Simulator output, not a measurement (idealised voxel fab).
The name of this process module is voxel self aligned vias.
225 nm wide, 5 nm square cells: that's cross-section cut.
Cross-sections here: square-cell grids, written as top-down lists of bands, a band being one or more rows of cells. In this notation a band is specified by the heights of its top and bottom, in that order and in nm, after which its materials appear from left to right, each paired with its width in nm. The word "edge to edge" attached to a single material means that material fills the band from edge to edge; the word "air" stands for empty space. The reference from which all heights are counted is 0, the level beneath which the as-received wafer is entirely one material; the lowest band, having no lower bound, proceeds downward and is written after the example "0 and below". It should be noted that a width expressed as "30->40" varies in equal increments from row to row of cells within the band, taking the value of the first number at the top row and that of the second number at the bottom row. What does "all unchanged" mean for a step? It means no cell of the cross-section changed in that step. If an empty space has no open way to the top and is at least 8 cells in size, "Unvented cavities" lists it, written width x height at distance, where distance is measured from the left edge and every value is in nm. If you see something after the settings on a step's line, that's the simulator's own remark about that step. When a step includes a mask, the "overlay nm" setting on its line states how far to the right of its planned place that mask lay, and negative values state how far to the left. Read the rest as pairs. Take the cross-section before one process step, then the cross-section after it, which shows only down to the lowest band that changed. Under the pair, find the step between them and its settings. Bear in mind that pairs may come from different runs of this module on the same starting wafer: link a pair to the pair above it only where its entry headed "Before the process" says to.

-- Before the process
* 0 and below  Si edge to edge
* Unvented cavities: none

-- Post-Step Appearance
* 10 down to 0  SiO2 edge to edge
* No changes below 0.
* Unvented cavities: none
Step applied between the pre-step and post-step cross-sections shown above: CONFORMAL_DEP [material SiO2] [thk nm 10]

Before the process: Please consult the pair immediately above; the cross-section it shows after its step is the state before this step.

-- Post-Step Appearance
* 15 down to 10  SiCN edge to edge
* No changes below 10.
* Unvented cavities: none
Step applied between the pre-step and post-step cross-sections shown above: CONFORMAL_DEP [material SiCN] [thk nm 5]

Before the process: Please consult the pair immediately above; the cross-section it shows after its step is the state before this step.

-- Post-Step Appearance
* 35 down to 15  SiO2 edge to edge
* No changes below 15.
* Unvented cavities: none
Step applied between the pre-step and post-step cross-sections shown above: DIRECTIONAL_DEP [material SiO2] [thk nm 20]

Before the process: Please consult the pair immediately above; the cross-section it shows after its step is the state before this step.

-- Post-Step Appearance
* 50 down to 35  resist=40, air=25, resist=35, air=25, resist=35, air=25, resist=40
* No changes below 35.
* Unvented cavities: none
Step applied between the pre-step and post-step cross-sections shown above: PATTERN [tone open] [mask id LINES] [material resist] [width nm 25] [pitch nm 60] [thk nm 15] [overlay nm 0]

Before the process: Please consult the pair immediately above; the cross-section it shows after its step is the state before this step.

-- Post-Step Appearance
* 50 down to 35  resist=40, air=25, resist=35, air=25, resist=35, air=25, resist=40
* 35 down to 15  SiO2=40, air=25, SiO2=35, air=25, SiO2=35, air=25, SiO2=40
* No changes below 15.
* Unvented cavities: none
Step applied between the pre-step and post-step cross-sections shown above: DIRECTIONAL_ETCH [etch materials SiO2] [depth nm 20]

Before the process: Please consult the pair immediately above; the cross-section it shows after its step is the state before this step.

-- Post-Step Appearance
* 35 down to 15  SiO2=40, air=25, SiO2=35, air=25, SiO2=35, air=25, SiO2=40
* No changes below 15.
* Unvented cavities: none
Step applied between the pre-step and post-step cross-sections shown above: STRIP [etch materials resist]

Before the process: Please consult the pair immediately above; the cross-section it shows after its step is the state before this step.

-- Post-Step Appearance
* 40 down to 35  TiN=45, air=15, TiN=45, air=15, TiN=45, air=15, TiN=45
* 35 down to 20  SiO2=40, TiN=5, air=15, TiN=5, SiO2=35, TiN=5, air=15, TiN=5, SiO2=35, TiN=5, air=15, TiN=5, SiO2=40
* 20 down to 15  SiO2=40, TiN=25, SiO2=35, TiN=25, SiO2=35, TiN=25, SiO2=40
* No changes below 15.
* Unvented cavities: none
Step applied between the pre-step and post-step cross-sections shown above: CONFORMAL_DEP [material TiN] [thk nm 5]

Before the process: Please consult the pair immediately above; the cross-section it shows after its step is the state before this step.

-- Post-Step Appearance
* 45 down to 40  Ru edge to edge
* 40 down to 35  TiN=45, Ru=15, TiN=45, Ru=15, TiN=45, Ru=15, TiN=45
* 35 down to 20  SiO2=40, TiN=5, Ru=15, TiN=5, SiO2=35, TiN=5, Ru=15, TiN=5, SiO2=35, TiN=5, Ru=15, TiN=5, SiO2=40
* No changes below 20.
* Unvented cavities: none
Step applied between the pre-step and post-step cross-sections shown above: FILL_DEP [material Ru] [thk nm 5]

Before the process: Please consult the pair immediately above; the cross-section it shows after its step is the state before this step.

-- Post-Step Appearance
* 35 down to 20  SiO2=40, TiN=5, Ru=15, TiN=5, SiO2=35, TiN=5, Ru=15, TiN=5, SiO2=35, TiN=5, Ru=15, TiN=5, SiO2=40
* No changes below 20.
* Unvented cavities: none
Step applied between the pre-step and post-step cross-sections shown above: CMP [height nm 35]

Before the process: Please consult the pair immediately above; the cross-section it shows after its step is the state before this step.

-- Post-Step Appearance
* 35 down to 25  SiO2=40, air=25, SiO2=35, air=25, SiO2=35, air=25, SiO2=40
* No changes below 25.
* Unvented cavities: none
Step applied between the pre-step and post-step cross-sections shown above: SELECTIVE_ETCH [etch materials W Ru TiN] [depth nm 10]

Before the process: Please consult the pair immediately above; the cross-section it shows after its step is the state before this step.

-- Post-Step Appearance
* 40 down to 35  SiN edge to edge
* 35 down to 25  SiO2=40, SiN=25, SiO2=35, SiN=25, SiO2=35, SiN=25, SiO2=40
* No changes below 25.
* Unvented cavities: none
Step applied between the pre-step and post-step cross-sections shown above: FILL_DEP [material SiN] [thk nm 5]

Before the process: Please consult the pair immediately above; the cross-section it shows after its step is the state before this step.

-- Post-Step Appearance
* 35 down to 25  SiO2=40, SiN=25, SiO2=35, SiN=25, SiO2=35, SiN=25, SiO2=40
* No changes below 25.
* Unvented cavities: none
Step applied between the pre-step and post-step cross-sections shown above: CMP [height nm 35]

Before the process: Please consult the pair immediately above; the cross-section it shows after its step is the state before this step.

-- Post-Step Appearance
* 50 down to 35  SiO2 edge to edge
* No changes below 35.
* Unvented cavities: none
Step applied between the pre-step and post-step cross-sections shown above: DIRECTIONAL_DEP [material SiO2] [thk nm 15]

Before the process: Please consult the pair immediately above; the cross-section it shows after its step is the state before this step.

-- Post-Step Appearance
* 50 down to 35  SiO2=30, air=45, SiO2=75, air=45, SiO2=30
* No changes below 35.
* Unvented cavities: none
Step applied between the pre-step and post-step cross-sections shown above: MASKED_ETCH [tone open] [mask id VIAS] [width nm 45] [pitch nm 120] [etch materials SiO2] [depth nm 15] [overlay nm 0]

Before the process: Please consult the pair immediately above; the cross-section it shows after its step is the state before this step.

-- Post-Step Appearance
* 50 down to 35  SiO2=30, air=45, SiO2=75, air=45, SiO2=30
* 35 down to 25  SiO2=40, air=25, SiO2=35, SiN=25, SiO2=35, air=25, SiO2=40
* No changes below 25.
* Unvented cavities: none
Step applied between the pre-step and post-step cross-sections shown above: MASKED_ETCH [tone open] [mask id VIAS] [width nm 45] [pitch nm 120] [etch materials SiN] [depth nm 10] [overlay nm 0]

Before the process: Please consult the pair immediately above; the cross-section it shows after its step is the state before this step.

-- Post-Step Appearance
* 55 down to 50  TiN=35, air=35, TiN=85, air=35, TiN=35
* 50 down to 40  SiO2=30, TiN=5, air=35, TiN=5, SiO2=75, TiN=5, air=35, TiN=5, SiO2=30
* 40 down to 35  SiO2=30, TiN=15, air=15, TiN=15, SiO2=75, TiN=15, air=15, TiN=15, SiO2=30
* 35 down to 30  SiO2=40, TiN=5, air=15, TiN=5, SiO2=35, SiN=25, SiO2=35, TiN=5, air=15, TiN=5, SiO2=40
* 30 down to 25  SiO2=40, TiN=25, SiO2=35, SiN=25, SiO2=35, TiN=25, SiO2=40
* No changes below 25.
* Unvented cavities: none
Step applied between the pre-step and post-step cross-sections shown above: CONFORMAL_DEP [material TiN] [thk nm 5]

Before the process: Please consult the pair immediately above; the cross-section it shows after its step is the state before this step.

-- Post-Step Appearance
* 60 down to 55  Cu edge to edge
* 55 down to 50  TiN=35, Cu=35, TiN=85, Cu=35, TiN=35
* 50 down to 40  SiO2=30, TiN=5, Cu=35, TiN=5, SiO2=75, TiN=5, Cu=35, TiN=5, SiO2=30
* 40 down to 35  SiO2=30, TiN=15, Cu=15, TiN=15, SiO2=75, TiN=15, Cu=15, TiN=15, SiO2=30
* 35 down to 30  SiO2=40, TiN=5, Cu=15, TiN=5, SiO2=35, SiN=25, SiO2=35, TiN=5, Cu=15, TiN=5, SiO2=40
* No changes below 30.
* Unvented cavities: none
Step applied between the pre-step and post-step cross-sections shown above: FILL_DEP [material Cu] [thk nm 5]

Before the process: Please consult the pair immediately above; the cross-section it shows after its step is the state before this step.

-- Post-Step Appearance
* 50 down to 40  SiO2=30, TiN=5, Cu=35, TiN=5, SiO2=75, TiN=5, Cu=35, TiN=5, SiO2=30
* No changes below 40.
* Unvented cavities: none
Step applied between the pre-step and post-step cross-sections shown above: CMP [height nm 50]

Before the process: Please consult the pair immediately above; the cross-section it shows after its step is the state before this step.

-- Post-Step Appearance
* 55 down to 50  SiN edge to edge
* No changes below 50.
* Unvented cavities: none
Step applied between the pre-step and post-step cross-sections shown above: CONFORMAL_DEP [material SiN] [thk nm 5]

-- Before the process
* 10 down to 0  SiO2 edge to edge
* 0 and below  Si edge to edge
* Unvented cavities: none

-- Post-Step Appearance
* 30 down to 0  SiO2 edge to edge
* No changes below 0.
* Unvented cavities: none
Step applied between the pre-step and post-step cross-sections shown above: DIRECTIONAL_DEP [material SiO2] [thk nm 20]

Before the process: Please consult the pair immediately above; the cross-section it shows after its step is the state before this step.

-- Post-Step Appearance
* 45 down to 30  resist=40, air=25, resist=35, air=25, resist=35, air=25, resist=40
* No changes below 30.
* Unvented cavities: none
Step applied between the pre-step and post-step cross-sections shown above: PATTERN [tone open] [mask id LINES] [material resist] [width nm 25] [pitch nm 60] [thk nm 15] [overlay nm 0]

Before the process: Please consult the pair immediately above; the cross-section it shows after its step is the state before this step.

-- Post-Step Appearance
* 45 down to 30  resist=40, air=25, resist=35, air=25, resist=35, air=25, resist=40
* 30 down to 10  SiO2=40, air=25, SiO2=35, air=25, SiO2=35, air=25, SiO2=40
* No changes below 10.
* Unvented cavities: none
Step applied between the pre-step and post-step cross-sections shown above: DIRECTIONAL_ETCH [etch materials SiO2] [depth nm 20]

Before the process: Please consult the pair immediately above; the cross-section it shows after its step is the state before this step.

-- Post-Step Appearance
* 30 down to 10  SiO2=40, air=25, SiO2=35, air=25, SiO2=35, air=25, SiO2=40
* No changes below 10.
* Unvented cavities: none
Step applied between the pre-step and post-step cross-sections shown above: STRIP [etch materials resist]

Before the process: Please consult the pair immediately above; the cross-section it shows after its step is the state before this step.

-- Post-Step Appearance
* 35 down to 30  TiN=45, air=15, TiN=45, air=15, TiN=45, air=15, TiN=45
* 30 down to 15  SiO2=40, TiN=5, air=15, TiN=5, SiO2=35, TiN=5, air=15, TiN=5, SiO2=35, TiN=5, air=15, TiN=5, SiO2=40
* 15 down to 10  SiO2=40, TiN=25, SiO2=35, TiN=25, SiO2=35, TiN=25, SiO2=40
* No changes below 10.
* Unvented cavities: none
Step applied between the pre-step and post-step cross-sections shown above: CONFORMAL_DEP [material TiN] [thk nm 5]

Before the process: Please consult the pair immediately above; the cross-section it shows after its step is the state before this step.

-- Post-Step Appearance
* 40 down to 35  Ru edge to edge
* 35 down to 30  TiN=45, Ru=15, TiN=45, Ru=15, TiN=45, Ru=15, TiN=45
* 30 down to 15  SiO2=40, TiN=5, Ru=15, TiN=5, SiO2=35, TiN=5, Ru=15, TiN=5, SiO2=35, TiN=5, Ru=15, TiN=5, SiO2=40
* No changes below 15.
* Unvented cavities: none
Step applied between the pre-step and post-step cross-sections shown above: FILL_DEP [material Ru] [thk nm 5]

Before the process: Please consult the pair immediately above; the cross-section it shows after its step is the state before this step.

-- Post-Step Appearance
* 35 down to 30  TiN=45, Ru=15, TiN=45, Ru=15, TiN=45, Ru=15, TiN=45
* No changes below 30.
* Unvented cavities: none
Step applied between the pre-step and post-step cross-sections shown above: CMP [height nm 35]

Before the process: Please consult the pair immediately above; the cross-section it shows after its step is the state before this step.

-- Post-Step Appearance
* 30 down to 25  SiO2=40, air=25, SiO2=35, air=25, SiO2=35, air=25, SiO2=40
* No changes below 25.
* Unvented cavities: none
Step applied between the pre-step and post-step cross-sections shown above: SELECTIVE_ETCH [etch materials W Ru TiN] [depth nm 10]

Before the process: Please consult the pair immediately above; the cross-section it shows after its step is the state before this step.

-- Post-Step Appearance
* 35 down to 30  SiN edge to edge
* 30 down to 25  SiO2=40, SiN=25, SiO2=35, SiN=25, SiO2=35, SiN=25, SiO2=40
* No changes below 25.
* Unvented cavities: none
Step applied between the pre-step and post-step cross-sections shown above: FILL_DEP [material SiN] [thk nm 5]

Before the process: Please consult the pair immediately above; the cross-section it shows after its step is the state before this step.

-- Post-Step Appearance
* 50 down to 35  SiO2 edge to edge
* No changes below 35.
* Unvented cavities: none
Step applied between the pre-step and post-step cross-sections shown above: DIRECTIONAL_DEP [material SiO2] [thk nm 15]

Before the process: Please consult the pair immediately above; the cross-section it shows after its step is the state before this step.

-- Post-Step Appearance
* 50 down to 35  SiO2=30, air=45, SiO2=75, air=45, SiO2=30
* No changes below 35.
* Unvented cavities: none
Step applied between the pre-step and post-step cross-sections shown above: MASKED_ETCH [tone open] [mask id VIAS] [width nm 45] [pitch nm 120] [etch materials SiO2] [depth nm 15] [overlay nm 0]

Before the process: Please consult the pair immediately above; the cross-section it shows after its step is the state before this step.

-- Post-Step Appearance
* 50 down to 35  SiO2=30, air=45, SiO2=75, air=45, SiO2=30
* 35 down to 30  SiN=30, air=45, SiN=75, air=45, SiN=30
* 30 down to 25  SiO2=40, air=25, SiO2=35, SiN=25, SiO2=35, air=25, SiO2=40
* No changes below 25.
* Unvented cavities: none
Step applied between the pre-step and post-step cross-sections shown above: MASKED_ETCH [tone open] [mask id VIAS] [width nm 45] [pitch nm 120] [etch materials SiN] [depth nm 10] [overlay nm 0]

Before the process: Please consult the pair immediately above; the cross-section it shows after its step is the state before this step.

-- Post-Step Appearance
* 55 down to 50  TiN=35, air=35, TiN=85, air=35, TiN=35
* 50 down to 35  SiO2=30, TiN=5, air=35, TiN=5, SiO2=75, TiN=5, air=35, TiN=5, SiO2=30
* 35 down to 30  SiN=30, TiN=15, air=15, TiN=15, SiN=75, TiN=15, air=15, TiN=15, SiN=30
* 30 down to 25  SiO2=40, TiN=25, SiO2=35, SiN=25, SiO2=35, TiN=25, SiO2=40
* No changes below 25.
* Unvented cavities: none
Step applied between the pre-step and post-step cross-sections shown above: CONFORMAL_DEP [material TiN] [thk nm 5]

Before the process: Please consult the pair immediately above; the cross-section it shows after its step is the state before this step.

-- Post-Step Appearance
* 60 down to 55  Cu edge to edge
* 55 down to 50  TiN=35, Cu=35, TiN=85, Cu=35, TiN=35
* 50 down to 35  SiO2=30, TiN=5, Cu=35, TiN=5, SiO2=75, TiN=5, Cu=35, TiN=5, SiO2=30
* 35 down to 30  SiN=30, TiN=15, Cu=15, TiN=15, SiN=75, TiN=15, Cu=15, TiN=15, SiN=30
* No changes below 30.
* Unvented cavities: none
Step applied between the pre-step and post-step cross-sections shown above: FILL_DEP [material Cu] [thk nm 5]

Before the process: Please consult the pair immediately above; the cross-section it shows after its step is the state before this step.

-- Post-Step Appearance
* 50 down to 35  SiO2=30, TiN=5, Cu=35, TiN=5, SiO2=75, TiN=5, Cu=35, TiN=5, SiO2=30
* No changes below 35.
* Unvented cavities: none
Step applied between the pre-step and post-step cross-sections shown above: CMP [height nm 50]

Before the process: Please consult the pair immediately above; the cross-section it shows after its step is the state before this step.

-- Post-Step Appearance
* 55 down to 50  SiN edge to edge
* No changes below 50.
* Unvented cavities: none
Step applied between the pre-step and post-step cross-sections shown above: CONFORMAL_DEP [material SiN] [thk nm 5]

-- Before the process
* 50 down to 35  SiO2=30, air=45, SiO2=75, air=45, SiO2=30
* 35 down to 25  SiO2=40, SiN=25, SiO2=35, SiN=25, SiO2=35, SiN=25, SiO2=40
* 25 down to 20  SiO2=40, TiN=5, Ru=15, TiN=5, SiO2=35, TiN=5, Ru=15, TiN=5, SiO2=35, TiN=5, Ru=15, TiN=5, SiO2=40
* 20 down to 15  SiO2=40, TiN=25, SiO2=35, TiN=25, SiO2=35, TiN=25, SiO2=40
* 15 down to 10  SiCN edge to edge
* 10 down to 0  SiO2 edge to edge
* 0 and below  Si edge to edge
* Unvented cavities: none

-- Post-Step Appearance
* 50 down to 35  SiO2=30, air=45, SiO2=75, air=45, SiO2=30
* 35 down to 25  SiO2=30, air=10, SiN=25, air=10, SiO2=25, SiN=25, SiO2=25, air=10, SiN=25, air=10, SiO2=30
* 25 down to 20  SiO2=30, air=10, TiN=5, Ru=15, TiN=5, air=10, SiO2=25, TiN=5, Ru=15, TiN=5, SiO2=25, air=10, TiN=5, Ru=15, TiN=5, air=10, SiO2=30
* No changes below 20.
* Unvented cavities: none
Step applied between the pre-step and post-step cross-sections shown above: MASKED_ETCH [tone open] [mask id VIAS] [width nm 45] [pitch nm 120] [etch materials SiO2] [depth nm 15] [overlay nm 0]

Before the process: Please consult the pair immediately above; the cross-section it shows after its step is the state before this step.

-- Post-Step Appearance
* 50 down to 35  SiO2=30, air=45, SiO2=75, air=45, SiO2=30
* 35 down to 25  SiO2=30, air=45, SiO2=25, SiN=25, SiO2=25, air=45, SiO2=30
* No changes below 25.
* Unvented cavities: none
Step applied between the pre-step and post-step cross-sections shown above: MASKED_ETCH [tone open] [mask id VIAS] [width nm 45] [pitch nm 120] [etch materials SiN] [depth nm 10] [overlay nm 0]

Before the process: Please consult the pair immediately above; the cross-section it shows after its step is the state before this step.

-- Post-Step Appearance
* 55 down to 50  TiN=35, air=35, TiN=85, air=35, TiN=35
* 50 down to 35  SiO2=30, TiN=5, air=35, TiN=5, SiO2=75, TiN=5, air=35, TiN=5, SiO2=30
* 35 down to 30  SiO2=30, TiN=5, air=35, TiN=5, SiO2=25, SiN=25, SiO2=25, TiN=5, air=35, TiN=5, SiO2=30
* 30 down to 25  SiO2=30, TiN=45, SiO2=25, SiN=25, SiO2=25, TiN=45, SiO2=30
* 25 down to 20  SiO2=30, TiN=15, Ru=15, TiN=15, SiO2=25, TiN=5, Ru=15, TiN=5, SiO2=25, TiN=15, Ru=15, TiN=15, SiO2=30
* No changes below 20.
* Unvented cavities: none
Step applied between the pre-step and post-step cross-sections shown above: CONFORMAL_DEP [material TiN] [thk nm 5]

Before the process: Please consult the pair immediately above; the cross-section it shows after its step is the state before this step.

-- Post-Step Appearance
* 60 down to 55  Cu edge to edge
* 55 down to 50  TiN=35, Cu=35, TiN=85, Cu=35, TiN=35
* 50 down to 35  SiO2=30, TiN=5, Cu=35, TiN=5, SiO2=75, TiN=5, Cu=35, TiN=5, SiO2=30
* 35 down to 30  SiO2=30, TiN=5, Cu=35, TiN=5, SiO2=25, SiN=25, SiO2=25, TiN=5, Cu=35, TiN=5, SiO2=30
* No changes below 30.
* Unvented cavities: none
Step applied between the pre-step and post-step cross-sections shown above: FILL_DEP [material Cu] [thk nm 5]

Before the process: Please consult the pair immediately above; the cross-section it shows after its step is the state before this step.

-- Post-Step Appearance
* 50 down to 35  SiO2=30, TiN=5, Cu=35, TiN=5, SiO2=75, TiN=5, Cu=35, TiN=5, SiO2=30
* No changes below 35.
* Unvented cavities: none
Step applied between the pre-step and post-step cross-sections shown above: CMP [height nm 50]

Before the process: Please consult the pair immediately above; the cross-section it shows after its step is the state before this step.

-- Post-Step Appearance
* 55 down to 50  SiN edge to edge
* No changes below 50.
* Unvented cavities: none
Step applied between the pre-step and post-step cross-sections shown above: CONFORMAL_DEP [material SiN] [thk nm 5]

-- Before the process
* 0 and below  Si edge to edge
* Unvented cavities: none

-- Post-Step Appearance
* 5 down to 0  SiCN edge to edge
* No changes below 0.
* Unvented cavities: none
Step applied between the pre-step and post-step cross-sections shown above: CONFORMAL_DEP [material SiCN] [thk nm 5]

Before the process: Please consult the pair immediately above; the cross-section it shows after its step is the state before this step.

-- Post-Step Appearance
* 15 down to 5  SiO2 edge to edge
* No changes below 5.
* Unvented cavities: none
Step applied between the pre-step and post-step cross-sections shown above: CONFORMAL_DEP [material SiO2] [thk nm 10]

Before the process: Please consult the pair immediately above; the cross-section it shows after its step is the state before this step.

-- Post-Step Appearance
* 35 down to 5  SiO2 edge to edge
* No changes below 5.
* Unvented cavities: none
Step applied between the pre-step and post-step cross-sections shown above: DIRECTIONAL_DEP [material SiO2] [thk nm 20]

Before the process: Please consult the pair immediately above; the cross-section it shows after its step is the state before this step.

-- Post-Step Appearance
* 50 down to 35  resist=40, air=25, resist=35, air=25, resist=35, air=25, resist=40
* No changes below 35.
* Unvented cavities: none
Step applied between the pre-step and post-step cross-sections shown above: PATTERN [tone open] [mask id LINES] [material resist] [width nm 25] [pitch nm 60] [thk nm 15] [overlay nm 0]

Before the process: Please consult the pair immediately above; the cross-section it shows after its step is the state before this step.

-- Post-Step Appearance
* 50 down to 35  resist=40, air=25, resist=35, air=25, resist=35, air=25, resist=40
* 35 down to 15  SiO2=40, air=25, SiO2=35, air=25, SiO2=35, air=25, SiO2=40
* No changes below 15.
* Unvented cavities: none
Step applied between the pre-step and post-step cross-sections shown above: DIRECTIONAL_ETCH [etch materials SiO2] [depth nm 20]

Before the process: Please consult the pair immediately above; the cross-section it shows after its step is the state before this step.

-- Post-Step Appearance
* 35 down to 15  SiO2=40, air=25, SiO2=35, air=25, SiO2=35, air=25, SiO2=40
* No changes below 15.
* Unvented cavities: none
Step applied between the pre-step and post-step cross-sections shown above: STRIP [etch materials resist]

Before the process: Please consult the pair immediately above; the cross-section it shows after its step is the state before this step.

-- Post-Step Appearance
* 40 down to 35  TiN=45, air=15, TiN=45, air=15, TiN=45, air=15, TiN=45
* 35 down to 20  SiO2=40, TiN=5, air=15, TiN=5, SiO2=35, TiN=5, air=15, TiN=5, SiO2=35, TiN=5, air=15, TiN=5, SiO2=40
* 20 down to 15  SiO2=40, TiN=25, SiO2=35, TiN=25, SiO2=35, TiN=25, SiO2=40
* No changes below 15.
* Unvented cavities: none
Step applied between the pre-step and post-step cross-sections shown above: CONFORMAL_DEP [material TiN] [thk nm 5]

Before the process: Please consult the pair immediately above; the cross-section it shows after its step is the state before this step.

-- Post-Step Appearance
* 45 down to 40  Ru edge to edge
* 40 down to 35  TiN=45, Ru=15, TiN=45, Ru=15, TiN=45, Ru=15, TiN=45
* 35 down to 20  SiO2=40, TiN=5, Ru=15, TiN=5, SiO2=35, TiN=5, Ru=15, TiN=5, SiO2=35, TiN=5, Ru=15, TiN=5, SiO2=40
* No changes below 20.
* Unvented cavities: none
Step applied between the pre-step and post-step cross-sections shown above: FILL_DEP [material Ru] [thk nm 5]

Before the process: Please consult the pair immediately above; the cross-section it shows after its step is the state before this step.

-- Post-Step Appearance
* 35 down to 20  SiO2=40, TiN=5, Ru=15, TiN=5, SiO2=35, TiN=5, Ru=15, TiN=5, SiO2=35, TiN=5, Ru=15, TiN=5, SiO2=40
* No changes below 20.
* Unvented cavities: none
Step applied between the pre-step and post-step cross-sections shown above: CMP [height nm 35]

Before the process: Please consult the pair immediately above; the cross-section it shows after its step is the state before this step.

-- Post-Step Appearance
* 35 down to 25  SiO2=40, air=25, SiO2=35, air=25, SiO2=35, air=25, SiO2=40
* No changes below 25.
* Unvented cavities: none
Step applied between the pre-step and post-step cross-sections shown above: SELECTIVE_ETCH [etch materials W Ru TiN] [depth nm 10]

Before the process: Please consult the pair immediately above; the cross-section it shows after its step is the state before this step.

-- Post-Step Appearance
* 40 down to 35  SiN edge to edge
* 35 down to 25  SiO2=40, SiN=25, SiO2=35, SiN=25, SiO2=35, SiN=25, SiO2=40
* No changes below 25.
* Unvented cavities: none
Step applied between the pre-step and post-step cross-sections shown above: FILL_DEP [material SiN] [thk nm 5]

Before the process: Please consult the pair immediately above; the cross-section it shows after its step is the state before this step.

-- Post-Step Appearance
* 35 down to 25  SiO2=40, SiN=25, SiO2=35, SiN=25, SiO2=35, SiN=25, SiO2=40
* No changes below 25.
* Unvented cavities: none
Step applied between the pre-step and post-step cross-sections shown above: CMP [height nm 35]

Before the process: Please consult the pair immediately above; the cross-section it shows after its step is the state before this step.

-- Post-Step Appearance
* 50 down to 35  SiO2 edge to edge
* No changes below 35.
* Unvented cavities: none
Step applied between the pre-step and post-step cross-sections shown above: DIRECTIONAL_DEP [material SiO2] [thk nm 15]

Before the process: Please consult the pair immediately above; the cross-section it shows after its step is the state before this step.

-- Post-Step Appearance
* 50 down to 35  SiO2=30, air=45, SiO2=75, air=45, SiO2=30
* No changes below 35.
* Unvented cavities: none
Step applied between the pre-step and post-step cross-sections shown above: MASKED_ETCH [tone open] [mask id VIAS] [width nm 45] [pitch nm 120] [etch materials SiO2] [depth nm 15] [overlay nm 0]

Before the process: Please consult the pair immediately above; the cross-section it shows after its step is the state before this step.

-- Post-Step Appearance
* 50 down to 35  SiO2=30, air=45, SiO2=75, air=45, SiO2=30
* 35 down to 25  SiO2=40, air=25, SiO2=35, SiN=25, SiO2=35, air=25, SiO2=40
* No changes below 25.
* Unvented cavities: none
Step applied between the pre-step and post-step cross-sections shown above: MASKED_ETCH [tone open] [mask id VIAS] [width nm 45] [pitch nm 120] [etch materials SiN] [depth nm 10] [overlay nm 0]

Before the process: Please consult the pair immediately above; the cross-section it shows after its step is the state before this step.

-- Post-Step Appearance
* 55 down to 50  TiN=35, air=35, TiN=85, air=35, TiN=35
* 50 down to 40  SiO2=30, TiN=5, air=35, TiN=5, SiO2=75, TiN=5, air=35, TiN=5, SiO2=30
* 40 down to 35  SiO2=30, TiN=15, air=15, TiN=15, SiO2=75, TiN=15, air=15, TiN=15, SiO2=30
* 35 down to 30  SiO2=40, TiN=5, air=15, TiN=5, SiO2=35, SiN=25, SiO2=35, TiN=5, air=15, TiN=5, SiO2=40
* 30 down to 25  SiO2=40, TiN=25, SiO2=35, SiN=25, SiO2=35, TiN=25, SiO2=40
* No changes below 25.
* Unvented cavities: none
Step applied between the pre-step and post-step cross-sections shown above: CONFORMAL_DEP [material TiN] [thk nm 5]

Before the process: Please consult the pair immediately above; the cross-section it shows after its step is the state before this step.

-- Post-Step Appearance
* 60 down to 55  Cu edge to edge
* 55 down to 50  TiN=35, Cu=35, TiN=85, Cu=35, TiN=35
* 50 down to 40  SiO2=30, TiN=5, Cu=35, TiN=5, SiO2=75, TiN=5, Cu=35, TiN=5, SiO2=30
* 40 down to 35  SiO2=30, TiN=15, Cu=15, TiN=15, SiO2=75, TiN=15, Cu=15, TiN=15, SiO2=30
* 35 down to 30  SiO2=40, TiN=5, Cu=15, TiN=5, SiO2=35, SiN=25, SiO2=35, TiN=5, Cu=15, TiN=5, SiO2=40
* No changes below 30.
* Unvented cavities: none
Step applied between the pre-step and post-step cross-sections shown above: FILL_DEP [material Cu] [thk nm 5]

Before the process: Please consult the pair immediately above; the cross-section it shows after its step is the state before this step.

-- Post-Step Appearance
* 50 down to 40  SiO2=30, TiN=5, Cu=35, TiN=5, SiO2=75, TiN=5, Cu=35, TiN=5, SiO2=30
* No changes below 40.
* Unvented cavities: none
Step applied between the pre-step and post-step cross-sections shown above: CMP [height nm 50]

Before the process: Please consult the pair immediately above; the cross-section it shows after its step is the state before this step.

-- Post-Step Appearance
* 55 down to 50  SiN edge to edge
* No changes below 50.
* Unvented cavities: none
Step applied between the pre-step and post-step cross-sections shown above: CONFORMAL_DEP [material SiN] [thk nm 5]

-- Before the process
* 60 down to 55  Cu edge to edge
* 55 down to 50  TiN=35, Cu=35, TiN=85, Cu=35, TiN=35
* 50 down to 40  SiO2=30, TiN=5, Cu=35, TiN=5, SiO2=75, TiN=5, Cu=35, TiN=5, SiO2=30
* 40 down to 35  SiO2=30, TiN=15, Cu=15, TiN=15, SiO2=75, TiN=15, Cu=15, TiN=15, SiO2=30
* 35 down to 30  SiO2=40, TiN=5, Cu=15, TiN=5, SiO2=35, SiN=25, SiO2=35, TiN=5, Cu=15, TiN=5, SiO2=40
* 30 down to 25  SiO2=40, TiN=25, SiO2=35, SiN=25, SiO2=35, TiN=25, SiO2=40
* 25 down to 20  SiO2=40, TiN=5, Ru=15, TiN=5, SiO2=35, TiN=5, Ru=15, TiN=5, SiO2=35, TiN=5, Ru=15, TiN=5, SiO2=40
* 20 down to 15  SiO2=40, TiN=25, SiO2=35, TiN=25, SiO2=35, TiN=25, SiO2=40
* 15 down to 10  SiCN edge to edge
* 10 down to 0  SiO2 edge to edge
* 0 and below  Si edge to edge
* Unvented cavities: none

-- Post-Step Appearance
* 45 down to 35  SiO2=30, TiN=5->15, Cu=35->15, TiN=5->15, SiO2=75, TiN=5->15, Cu=35->15, TiN=5->15, SiO2=30
* No changes below 35.
* Unvented cavities: none
Step applied between the pre-step and post-step cross-sections shown above: CMP [height nm 45]

Before the process: Please consult the pair immediately above; the cross-section it shows after its step is the state before this step.

-- Post-Step Appearance
* 50 down to 45  SiN edge to edge
* No changes below 45.
* Unvented cavities: none
Step applied between the pre-step and post-step cross-sections shown above: CONFORMAL_DEP [material SiN] [thk nm 5]

-- Before the process
* 35 down to 15  SiO2 edge to edge
* 15 down to 10  SiCN edge to edge
* 10 down to 0  SiO2 edge to edge
* 0 and below  Si edge to edge
* Unvented cavities: none

-- Post-Step Appearance
* 50 down to 35  resist=45, air=15, resist=45, air=15, resist=45, air=15, resist=45
* No changes below 35.
* Unvented cavities: none
Step applied between the pre-step and post-step cross-sections shown above: PATTERN [tone open] [mask id LINES] [material resist] [width nm 15] [pitch nm 60] [thk nm 15] [overlay nm 0]

Before the process: Please consult the pair immediately above; the cross-section it shows after its step is the state before this step.

-- Post-Step Appearance
* 50 down to 35  resist=45, air=15, resist=45, air=15, resist=45, air=15, resist=45
* 35 down to 15  SiO2=45, air=15, SiO2=45, air=15, SiO2=45, air=15, SiO2=45
* No changes below 15.
* Unvented cavities: none
Step applied between the pre-step and post-step cross-sections shown above: DIRECTIONAL_ETCH [etch materials SiO2] [depth nm 20]

Before the process: Please consult the pair immediately above; the cross-section it shows after its step is the state before this step.

-- Post-Step Appearance
* 35 down to 15  SiO2=45, air=15, SiO2=45, air=15, SiO2=45, air=15, SiO2=45
* No changes below 15.
* Unvented cavities: none
Step applied between the pre-step and post-step cross-sections shown above: STRIP [etch materials resist]
